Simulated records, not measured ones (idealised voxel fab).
Name of the process module below: voxel transistor to metal
Cross-section cut: width 140 nm, square cells of 5 nm.
Reading order for cross-sections: top band down to bottom band. Underlying form: a grid of square cells. Band size: one or more rows of cells. For a band, the entry starts with two heights in nm, that of the top and then that of the bottom, and carries on with the band's materials in order from left to right, each alongside its width in nm; the word "all across" beside a single material means it fills the band edge to edge, and "empty" means empty space. Height 0 is the level under which the wafer as received is all one material. The lowest band goes on downwards, as in "0 down". The two numbers in a width such as "30..40" mark its ends across the band: the first belongs to the top row of cells, the second to the bottom row, and from each row to the next the width moves by the same amount. "remained the same" -> step changed no cross-section cell. For the entry "Enclosed void listing", the listed items are empty spaces with no open way to the top whose size is 8 cells or more; each item follows the pattern width x height at distance, where distance is from the left edge and all three are in nm. On each step's line, the part that comes after the settings is the simulator's own comment on the step. overlay nm, on a step with a mask: how far to the right of its planned place the mask lay; to the left if negative.

[The process steps that were planned are listed below]
| 1 | RECEIVE [material Si] |
| 2 | CONFORMAL_DEP [material SiO2] [thk nm 5] |
| 3 | CONFORMAL_DEP [material SiN] [thk nm 10] |
| 4 | MASKED_ETCH [tone cover] [mask id ACTIVE] [width nm 95] [etch materials SiN] [depth nm 10] [overlay nm -5] |
| 5 | MASKED_ETCH [tone cover] [mask id ACTIVE] [width nm 95] [etch materials SiO2] [depth nm 5] [overlay nm 0] |
| 6 | MASKED_ETCH [tone cover] [mask id ACTIVE] [width nm 95] [etch materials Si] [depth nm 35] [overlay nm 0] |
| 7 | FILL_DEP [material SiO2] [thk nm 10] |
| 8 | CMP [height nm 15] |
| 9 | SELECTIVE_ETCH [etch materials SiO2] [depth nm 5] |
| 10 | STRIP [etch materials SiN] |
| 11 | SELECTIVE_ETCH [etch materials SiO2] [depth nm 5] |
| 12 | OXIDIZE [depth nm 5] |
| 13 | DIRECTIONAL_DEP [material polySi] [thk nm 25] |
| 14 | DIRECTIONAL_DEP [material SiCN] [thk nm 15] |
| 15 | DIRECTIONAL_DEP [material aC] [thk nm 10] |
| 16 | PATTERN [tone cover] [mask id GATE] [material resist] [width nm 15] [thk nm 25] [overlay nm 0] |
| 17 | DIRECTIONAL_ETCH [etch materials aC] [depth nm 10] |
| 18 | STRIP [etch materials resist] |
| 19 | DIRECTIONAL_ETCH [etch materials SiCN] [depth nm 25] |
| 20 | DIRECTIONAL_ETCH [etch materials polySi] [depth nm 35] |
| 21 | STRIP [etch materials aC] |
| 22 | CONFORMAL_DEP [material SiO2] [thk nm 5] |
| 23 | DIRECTIONAL_ETCH [etch materials SiO2] [depth nm 5] |
| 24 | CONFORMAL_DEP [material SiN] [thk nm 5] |
| 25 | DIRECTIONAL_ETCH [etch materials SiN] [depth nm 5] |
| 26 | DIRECTIONAL_ETCH [etch materials SiO2] [depth nm 5] |
| 27 | DIRECTIONAL_ETCH [etch materials Si] [depth nm 15] |
| 28 | EPI [material nSi] [thk nm 20] |
| 29 | FILL_DEP [material SiO2] [thk nm 5] |
| 30 | CMP [height nm 40] |
| 31 | DIRECTIONAL_DEP [material SiO2] [thk nm 10] |
| 32 | MASKED_ETCH [tone open] [mask id CONTACT] [width nm 30] [pitch nm 55] [etch materials SiO2] [depth nm 35] [overlay nm 0] |
| 33 | CONFORMAL_DEP [material TiN] [thk nm 5] |
| 34 | FILL_DEP [material W] [thk nm 10] |
| 35 | CMP [height nm 50] |
| 36 | DIRECTIONAL_DEP [material TiN] [thk nm 5] |
| 37 | DIRECTIONAL_DEP [material Ru] [thk nm 20] |
| 38 | DIRECTIONAL_DEP [material aC] [thk nm 15] |
| 39 | PATTERN [tone cover] [mask id METAL_1] [material resist] [width nm 20] [pitch nm 65] [thk nm 30] [overlay nm 0] |
| 40 | DIRECTIONAL_ETCH [etch materials aC] [depth nm 15] |
| 41 | STRIP [etch materials resist] |
| 42 | DIRECTIONAL_ETCH [etch materials Ru] [depth nm 20] |
| 43 | DIRECTIONAL_ETCH [etch materials TiN] [depth nm 5] |
| 44 | STRIP [etch materials aC] |
| 45 | CONFORMAL_DEP [material SiCN] [thk nm 5] |
| 46 | FILL_DEP [material SiO2] [thk nm 10] |
| 47 | CMP [height nm 75] |
| 48 | CONFORMAL_DEP [material SiN] [thk nm 5] |
varied across the wafers: overlay nm of step 4. The plan shows the first wafer's value. All wafers start alike

[The first of several wafers in cross-section, exactly as it reached us after step 1]
* 0 down  Si all across
* Enclosed void listing: none

[Every row in this table is a wafer at the end of the module, and it gives, for each of the materials, the cells that wafer has gained (+) or lost (-) since it was received, then its closed voids]
overlay nm -5, +32 Ru, -106 Si, +45 SiCN, +46 SiN, +254 SiO2, +44 TiN, +38 W, +80 nSi, +15 polySi, Enclosed void listing: none
overlay nm 0, +32 Ru, -112 Si, +45 SiCN, +46 SiN, +260 SiO2, +44 TiN, +38 W, +80 nSi, +15 polySi, Enclosed void listing: none
overlay nm 5, +32 Ru, -106 Si, +45 SiCN, +46 SiN, +254 SiO2, +44 TiN, +38 W, +80 nSi, +15 polySi, Enclosed void listing: none
overlay nm 10, +32 Ru, -100 Si, +45 SiCN, +46 SiN, +248 SiO2, +44 TiN, +38 W, +80 nSi, +15 polySi, Enclosed void listing: none
